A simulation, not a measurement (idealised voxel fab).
process module | voxel self aligned contacts
cross-section cut | 295 nm wide | cells 5 nm
A cross-section is a grid of square cells, given in bands from the top down. A band is one or more rows of cells.
Each band's line starts with the height of the band's top and of its bottom, in nm. Then come its materials from left to right, each with its width in nm. One material with "throughout" fills the band from edge to edge. "air" is empty space.
Height 0 is the level under which the wafer as received is all one material. The lowest band goes on downwards, as in "0 down".
A width such as "30 to 40" changes by the same amount from each row of cells to the next, from the band's top row to its bottom row.
"no change" after a step means that no cell of the cross-section changed.
closed voids: empty space of 8 cells or more with no open way to the top, each as width x height at its distance from the left edge, in nm
after a step's settings: what the simulator itself notes on the step
overlay nm, on a step with a mask: how far to the right of its planned place the mask lay; to the left if negative
plan
1 op RECEIVE | material Si
2 op OXIDIZE | depth nm 5
3 op DIRECTIONAL_DEP | material polySi | thk nm 30
4 op DIRECTIONAL_DEP | material SiN | thk nm 20
5 op DIRECTIONAL_DEP | material aC | thk nm 10
6 op PATTERN | tone cover | mask id GATE | material resist | width nm 25 | pitch nm 50 | thk nm 25 | overlay nm 0
7 op DIRECTIONAL_ETCH | etch materials aC | depth nm 10
8 op STRIP | etch materials resist
9 op DIRECTIONAL_ETCH | etch materials SiN | depth nm 20
10 op DIRECTIONAL_ETCH | etch materials polySi | depth nm 30
11 op STRIP | etch materials aC
12 op CONFORMAL_DEP | material SiN | thk nm 5
13 op DIRECTIONAL_ETCH | etch materials SiN | depth nm 5
14 op FILL_DEP | material SiO2 | thk nm 15
15 op CMP | height nm 60
16 op DIRECTIONAL_DEP | material aC | thk nm 15
17 op PATTERN | tone open | mask id CONTACT | material resist | width nm 35 | pitch nm 50 | thk nm 30 | overlay nm 0
18 op DIRECTIONAL_ETCH | etch materials aC | depth nm 15
19 op STRIP | etch materials resist
20 op DIRECTIONAL_ETCH | etch materials SiO2 | depth nm 65
21 op STRIP | etch materials aC
22 op CONFORMAL_DEP | material TiN | thk nm 5
23 op FILL_DEP | material Ru | thk nm 5
24 op CMP | height nm 60
25 op CONFORMAL_DEP | material SiN | thk nm 5
as received, after step 1
  0 down: Si throughout
  closed voids: none
a wafer at the end: this start, this plan, one mistake
  65 to 60: SiN throughout
  60 to 55: Ru 100 | TiN 5 | SiO2 35 | TiN 5 | Ru 5 | TiN 5 | SiO2 35 | TiN 5 | Ru 100
  55 to 50: Ru 75 | TiN 30 | SiO2 35 | TiN 15 | SiO2 35 | TiN 30 | Ru 75
  50 to 30: Ru 75 | TiN 5 | SiN 35 | SiO2 15 | SiN 35 | SiO2 15 | SiN 35 | TiN 5 | Ru 75
  30 to 0: Ru 75 | TiN 5 | SiN 5 | polySi 25 | SiN 5 | SiO2 15 | SiN 5 | polySi 25 | SiN 5 | SiO2 15 | SiN 5 | polySi 25 | SiN 5 | TiN 5 | Ru 75
  0 to -5: TiN 80 | SiO2 135 | TiN 80
  -5 down: Si throughout
  closed voids: none
what went wrong: step 17 ran as: op PATTERN | tone cover | mask id CONTACT | material resist | width nm 35 | pitch nm 50 | thk nm 30 | overlay nm 0
